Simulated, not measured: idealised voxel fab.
The following is a process module called voxel released beams.
The cross-section on display is named cut; it measures 170 nm wide, and its cells are 5 nm squares.
In what follows, cross-sections appear as grids of square cells, described through bands that run from the top down, where every band is one or more rows of cells.
Within each band entry, the heights of the top and of the bottom of the band appear first, in that order and in nm; the materials of the band then follow from left to right, each with its corresponding width in nm. The designation "throughout" on a single material indicates that it fills the band from edge to edge; the designation "blank" indicates empty space.
We count height from 0. Below that, the starting wafer is all one material. The lowest band never ends at the bottom but goes on down; see "0 -> down" for how that is written.
It should be noted that a width expressed as "30->40" varies in equal increments from row to row of cells within the band, taking the value of the first number at the top row and that of the second number at the bottom row.
Take "no modifications" at face value: in the step it is given for, the cross-section changed in none of its cells.
Under "Fully enclosed voids" you'll find the enclosed gaps, the ones with no way out to the top, that are 8 cells or bigger; each reads width x height at distance, with distance counted from the left edge, everything in nm.
Text after the settings on a step's line: the simulator's own remark on that step.
overlay nm: step with mask; distance mask lay right of planned place; negative value = left of planned place.

STEPS IN THE PROCESS PLAN
1) RECEIVE: material Si
2) CONFORMAL_DEP: material SiN, thk nm 5
3) DIRECTIONAL_DEP: material SiO2, thk nm 20
4) DIRECTIONAL_DEP: material aC, thk nm 15
5) PATTERN: tone open, mask id ANCHOR, material resist, width nm 45, thk nm 30, overlay nm -15
6) DIRECTIONAL_ETCH: etch materials aC, depth nm 15
7) STRIP: etch materials resist
8) DIRECTIONAL_ETCH: etch materials SiO2, depth nm 20
9) STRIP: etch materials aC
10) CONFORMAL_DEP: material polySi, thk nm 15
11) DIRECTIONAL_DEP: material aC, thk nm 10
12) PATTERN: tone cover, mask id BEAM, material resist, width nm 90, thk nm 25, overlay nm 0
13) DIRECTIONAL_ETCH: etch materials aC, depth nm 10
14) STRIP: etch materials resist
15) DIRECTIONAL_ETCH: etch materials polySi, depth nm 15
16) STRIP: etch materials aC
17) STRIP: etch materials SiO2
The plan's step 5 overlay nm is the first wafer's value; the wafers differ in this setting and start identical.

AS RECEIVED, I.E. AFTER STEP 1: CROSS-SECTION THROUGH THE FIRST OF SEVERAL WAFERS
* 0 -> down  Si throughout
* Fully enclosed voids: none

GAINED (+) OR LOST (-) CELLS OF EACH MATERIAL SINCE RECEIPT, THEN CLOSED VOIDS: ONE ROW PER WAFER, AT THE END OF THE MODULE
overlay nm -15; +34 SiN; +78 polySi; Fully enclosed voids: none
overlay nm -10; +34 SiN; +78 polySi; Fully enclosed voids: none
overlay nm -5; +34 SiN; +78 polySi; Fully enclosed voids: none
overlay nm 0; +34 SiN; +78 polySi; Fully enclosed voids: none
overlay nm 5; +34 SiN; +78 polySi; Fully enclosed voids: none
overlay nm 10; +34 SiN; +78 polySi; Fully enclosed voids: none
overlay nm 15; +34 SiN; +78 polySi; Fully enclosed voids: none
